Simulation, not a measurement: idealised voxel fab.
process module | voxel double patterning
cross-section cut | 190 nm wide | cells 5 nm
A cross-section is a grid of square cells, given in bands from the top down. A band is one or more rows of cells.
Each band's line starts with the height of the band's top and of its bottom, in nm. Then come its materials from left to right, each with its width in nm. One material with "throughout" fills the band from edge to edge. "air" is empty space.
Height 0 is the level under which the wafer as received is all one material. The lowest band goes on downwards, as in "0 down".
A width such as "30 to 40" changes by the same amount from each row of cells to the next, from the band's top row to its bottom row.
"no change" after a step means that no cell of the cross-section changed.
closed voids: empty space of 8 cells or more with no open way to the top, each as width x height at its distance from the left edge, in nm
after a step's settings: what the simulator itself notes on the step
overlay nm, on a step with a mask: how far to the right of its planned place the mask lay; to the left if negative
plan
1 op RECEIVE | material Si
2 op CONFORMAL_DEP | material SiO2 | thk nm 5
3 op DIRECTIONAL_DEP | material polySi | thk nm 10
4 op DIRECTIONAL_DEP | material SiCN | thk nm 5
5 op DIRECTIONAL_DEP | material aC | thk nm 15
6 op PATTERN | tone open | mask id FIRST | material resist | width nm 15 | pitch nm 50 | thk nm 35 | overlay nm 0
7 op DIRECTIONAL_ETCH | etch materials aC | depth nm 15
8 op STRIP | etch materials resist
9 op DIRECTIONAL_ETCH | etch materials SiCN | depth nm 5
10 op STRIP | etch materials aC
11 op MASKED_ETCH | tone open | mask id SECOND | width nm 15 | pitch nm 50 | etch materials SiCN | depth nm 5 | overlay nm 0
12 op DIRECTIONAL_ETCH | etch materials polySi | depth nm 10
13 op STRIP | etch materials SiCN
as received, after step 1
  0 down: Si throughout
  closed voids: none
first wafer at the end, as planned
  15 to 5: polySi 35 | air 15 | polySi 10 | air 15 | polySi 10 | air 15 | polySi 10 | air 15 | polySi 10 | air 15 | polySi 40
  5 to 0: SiO2 throughout
  0 down: Si throughout
  closed voids: none
second wafer at the end: like start, like plan, one mistake
  15 to 5: polySi 30 | air 25 | polySi 5 | air 15 | polySi 5 | air 25 | polySi 5 | air 15 | polySi 5 | air 25 | polySi 35
  5 to 0: SiO2 throughout
  0 down: Si throughout
  closed voids: none
what went wrong: step 6 ran as: op PATTERN | tone open | mask id FIRST | material resist | width nm 25 | pitch nm 50 | thk nm 35 | overlay nm 0
at the end the second wafer has, in cells: 12 fewer of polySi
